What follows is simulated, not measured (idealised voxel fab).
Process module name: voxel gate over fins
This is section cut - it's 170 nm across, gridded in 5 nm square cells.
Each cross-section below is a grid of square cells, stated as bands in top-down order, with one or more rows of cells making up each band. Top, bottom (nm), then materials left to right with widths (nm); lone material tagged "throughout" fills the whole band edge to edge; "empty" = empty space. The level at which height equals 0 is the one under which the wafer, as it arrives, is entirely one material. No lower edge exists for the bottom band, which continues downward and is notated as in "top 0, no bottom". Note: "30..40" means the width goes from the first number (top row of the band) to the second number (bottom row) in equal steps per row of cells. Take "nothing got changed" at face value: in the step it is given for, the cross-section changed in none of its cells. Closed empty spaces (no open way to the top) of 8 cells or more are what "Enclosed void listing" lists, each as width x height at distance from the left edge, nm for all three. If you see something after the settings on a step's line, that's the simulator's own remark about that step. "overlay nm" answers the question of how far to the right of plan the mask lay on a step that has a mask, and when it is negative the answer is to the left.

### Steps planned for the process
1 RECEIVE,material Si
2 CONFORMAL_DEP,material SiN,thk nm 5
3 DIRECTIONAL_DEP,material aC,thk nm 15
4 PATTERN,tone cover,mask id FINS,material resist,width nm 15,pitch nm 45,thk nm 35,overlay nm 0
5 DIRECTIONAL_ETCH,etch materials aC,depth nm 15
6 STRIP,etch materials resist
7 DIRECTIONAL_ETCH,etch materials SiN,depth nm 5
8 DIRECTIONAL_ETCH,etch materials Si,depth nm 40
9 STRIP,etch materials aC
10 OXIDIZE,depth nm 5
11 FILL_DEP,material SiO2,thk nm 5
12 CMP,height nm 5
13 SELECTIVE_ETCH,etch materials SiO2,depth nm 15
14 STRIP,etch materials SiN
15 CONFORMAL_DEP,material HfO2,thk nm 5
16 CONFORMAL_DEP,material TiN,thk nm 5
17 FILL_DEP,material W,thk nm 15
18 CMP,height nm 20
19 CONFORMAL_DEP,material SiCN,thk nm 10

### As-received wafer cross-section (after step 1)
- top 0, no bottom | Si throughout
- Enclosed void listing: none

### Wafer cross-section at module end: first of two, run to plan
- top 30, bottom 20 | SiCN throughout
- top 20, bottom 10 | W throughout
- top 10, bottom 5 | W=25, then TiN=25, then W=20, then TiN=25, then W=20, then TiN=25, then W=30
- top 5, bottom 0 | W=25, then TiN=5, then HfO2=15, then TiN=5, then W=20, then TiN=5, then HfO2=15, then TiN=5, then W=20, then TiN=5, then HfO2=15, then TiN=5, then W=30
- top 0, bottom -5 | TiN=30, then HfO2=5, then Si=5, then HfO2=5, then TiN=30, then HfO2=5, then Si=5, then HfO2=5, then TiN=30, then HfO2=5, then Si=5, then HfO2=5, then TiN=35
- top -5, bottom -10 | HfO2=35, then Si=5, then HfO2=40, then Si=5, then HfO2=40, then Si=5, then HfO2=40
- top -10, bottom -45 | SiO2=35, then Si=5, then SiO2=40, then Si=5, then SiO2=40, then Si=5, then SiO2=40
- top -45, no bottom | Si throughout
- Enclosed void listing: none

### Same start, same plan as the first wafer - but one mistake in the run. Cross-section of the second of the two at the end of the module
- top 30, bottom 20 | SiCN throughout
- top 20, bottom 5 | W throughout
- top 5, bottom 0 | W=30, then TiN=15, then W=30, then TiN=15, then W=30, then TiN=15, then W=35
- top 0, bottom -5 | W=30, then TiN=5, then Si=5, then TiN=5, then W=30, then TiN=5, then Si=5, then TiN=5, then W=30, then TiN=5, then Si=5, then TiN=5, then W=35
- top -5, bottom -10 | TiN=35, then Si=5, then TiN=40, then Si=5, then TiN=40, then Si=5, then TiN=40
- top -10, bottom -45 | SiO2=35, then Si=5, then SiO2=40, then Si=5, then SiO2=40, then Si=5, then SiO2=40
- top -45, no bottom | Si throughout
- Enclosed void listing: none
The mistake made against the process plan was this: yeah, step 15 of the plan got skipped, never ran
Wafer comparison, final, in cells, second relative to first, materials more or fewer: HfO2: 46 fewer, W: 46 more
